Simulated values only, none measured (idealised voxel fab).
The name of this process module is voxel capacitor over wiring.
Displayed cross-section: cut, width of 260 nm, square cells sized 5 nm.
Cross-section, as written here: a square-cell grid given band by band from the top down, where a band holds one or more rows of cells. For a band, the entry starts with two heights in nm, that of the top and then that of the bottom, and carries on with the band's materials in order from left to right, each alongside its width in nm; the word "full width" beside a single material means it fills the band edge to edge, and "air" means empty space. Basically, 0 is our baseline, since under it the wafer straight out of the box is all one material. The bottom band has no lower end and keeps on going down, so it looks like "0 nm and below". Read "30 to 40" as a graded width: first number on top, second number at the bottom, same change between each pair of neighbouring rows. Basically "stayed the same" means that step didn't change any cell in the cross-section. "Closed voids list" specifies each empty space that is not open to the top and that occupies no fewer than 8 cells, using the form width x height at distance, the distance measured from the left edge and all three quantities in nm. The remark found on a step's line after its settings is issued by the simulator itself and pertains to that step. overlay nm: where the mask lay relative to plan, measured to the right, on steps with a mask; negatives go left.
### Steps planned for the process
step 1: RECEIVE with material Si
step 2: CONFORMAL_DEP with material SiO2, thk nm 10
step 3: DIRECTIONAL_DEP with material TiN, thk nm 5
step 4: DIRECTIONAL_DEP with material W, thk nm 20
step 5: DIRECTIONAL_DEP with material aC, thk nm 15
step 6: PATTERN with tone cover, mask id METAL_1, material resist, width nm 25, pitch nm 90, thk nm 35, overlay nm -15
step 7: DIRECTIONAL_ETCH with etch materials aC, depth nm 15
step 8: STRIP with etch materials resist
step 9: DIRECTIONAL_ETCH with etch materials W, depth nm 20
step 10: DIRECTIONAL_ETCH with etch materials TiN, depth nm 5
step 11: STRIP with etch materials aC
step 12: FILL_DEP with material lowk, thk nm 5
step 13: CMP with height nm 35
step 14: CONFORMAL_DEP with material SiCN, thk nm 5
step 15: DIRECTIONAL_DEP with material lowk, thk nm 10
step 16: MASKED_ETCH with tone open, mask id PLUG_1, width nm 15, etch materials lowk, depth nm 10, overlay nm 0
step 17: MASKED_ETCH with tone open, mask id PLUG_1, width nm 15, etch materials SiCN, depth nm 5, overlay nm 0
step 18: EPI with material Ru, thk nm 10
step 19: EPI with material Ru, thk nm 5
step 20: DIRECTIONAL_DEP with material TiN, thk nm 10
step 21: DIRECTIONAL_DEP with material Al2O3, thk nm 5
step 22: DIRECTIONAL_DEP with material TiN, thk nm 10
step 23: PATTERN with tone cover, mask id UPPER_PLATE, material resist, width nm 70, thk nm 20, overlay nm 0
step 24: DIRECTIONAL_ETCH with etch materials TiN, depth nm 10
step 25: DIRECTIONAL_ETCH with etch materials Al2O3, depth nm 5
step 26: STRIP with etch materials resist
step 27: PATTERN with tone cover, mask id LOWER_PLATE, material resist, width nm 80, thk nm 15, overlay nm 0
step 28: DIRECTIONAL_ETCH with etch materials TiN, depth nm 10
step 29: STRIP with etch materials resist
step 30: FILL_DEP with material SiO2, thk nm 20
step 31: CMP with height nm 90
step 32: PATTERN with tone open, mask id PLUG_2, material resist, width nm 15, thk nm 15, overlay nm 0
step 33: DIRECTIONAL_ETCH with etch materials SiO2, depth nm 15
step 34: STRIP with etch materials resist
step 35: CONFORMAL_DEP with material TiN, thk nm 5
step 36: FILL_DEP with material W, thk nm 5
step 37: CMP with height nm 90
step 38: CONFORMAL_DEP with material SiCN, thk nm 5
Every wafer here starts from the same state; it is the step 6 overlay nm that distinguishes them, and the value the plan gives belongs to the first wafer.
### Incoming state of the first of several wafers in cross-section: after step 1
  0 nm and below: Si full width
  Closed voids list: none
### Module finished, last step 38 done: cross-section of the first of several wafers
  95 nm to 90 nm: SiCN full width
  90 nm to 80 nm: SiO2=90; TiN=5; W=5; TiN=5; SiO2=155
  80 nm to 75 nm: SiO2=90; TiN=15; SiO2=155
  75 nm to 65 nm: SiO2=95; TiN=55; SiO2=110
  65 nm to 60 nm: SiO2=95; Al2O3=55; SiO2=110
  60 nm to 50 nm: SiO2=75; TiN=80; SiO2=105
  50 nm to 45 nm: lowk=80; Al2O3=15; lowk=165
  45 nm to 40 nm: lowk=80; TiN=15; lowk=165
  40 nm to 35 nm: SiCN=80; TiN=15; SiCN=165
  35 nm to 15 nm: lowk=55; W=25; lowk=65; W=25; lowk=90
  15 nm to 10 nm: lowk=55; TiN=25; lowk=65; TiN=25; lowk=90
  10 nm to 0 nm: SiO2 full width
  0 nm and below: Si full width
  Closed voids list: none
### So this is the cross-section on the last wafer at the end of the module
  95 nm to 90 nm: SiCN full width
  90 nm to 80 nm: SiO2=90; TiN=5; W=5; TiN=5; SiO2=155
  80 nm to 75 nm: SiO2=90; TiN=15; SiO2=155
  75 nm to 65 nm: SiO2=80; TiN=70; SiO2=110
  65 nm to 60 nm: SiO2=80; Al2O3=70; SiO2=110
  60 nm to 50 nm: SiO2=75; TiN=80; SiO2=105
  50 nm to 40 nm: lowk=80; Ru=15; lowk=165
  40 nm to 35 nm: SiCN=80; Ru=15; SiCN=165
  35 nm to 15 nm: lowk=85; W=25; lowk=65; W=25; lowk=60
  15 nm to 10 nm: lowk=85; TiN=25; lowk=65; TiN=25; lowk=60
  10 nm to 0 nm: SiO2 full width
  0 nm and below: Si full width
  Closed voids list: none
### Below is a per-wafer table. In it, each row describes the wafer at the end of the module by giving, for each material, the number of cells gained (+) or lost (-) since the wafer was received, and after that the closed voids of the wafer
overlay nm -15, +14 Al2O3, +101 SiCN, +446 SiO2, +77 TiN, +42 W, +308 lowk, Closed voids list: none
overlay nm -10, +14 Al2O3, +9 Ru, +101 SiCN, +437 SiO2, +77 TiN, +42 W, +308 lowk, Closed voids list: none
overlay nm -5, +14 Al2O3, +9 Ru, +101 SiCN, +437 SiO2, +77 TiN, +42 W, +308 lowk, Closed voids list: none
overlay nm 0, +14 Al2O3, +9 Ru, +101 SiCN, +437 SiO2, +77 TiN, +42 W, +308 lowk, Closed voids list: none
overlay nm 5, +14 Al2O3, +9 Ru, +101 SiCN, +437 SiO2, +77 TiN, +42 W, +308 lowk, Closed voids list: none
overlay nm 10, +14 Al2O3, +9 Ru, +101 SiCN, +437 SiO2, +77 TiN, +42 W, +308 lowk, Closed voids list: none
overlay nm 15, +14 Al2O3, +9 Ru, +101 SiCN, +437 SiO2, +77 TiN, +42 W, +308 lowk, Closed voids list: none
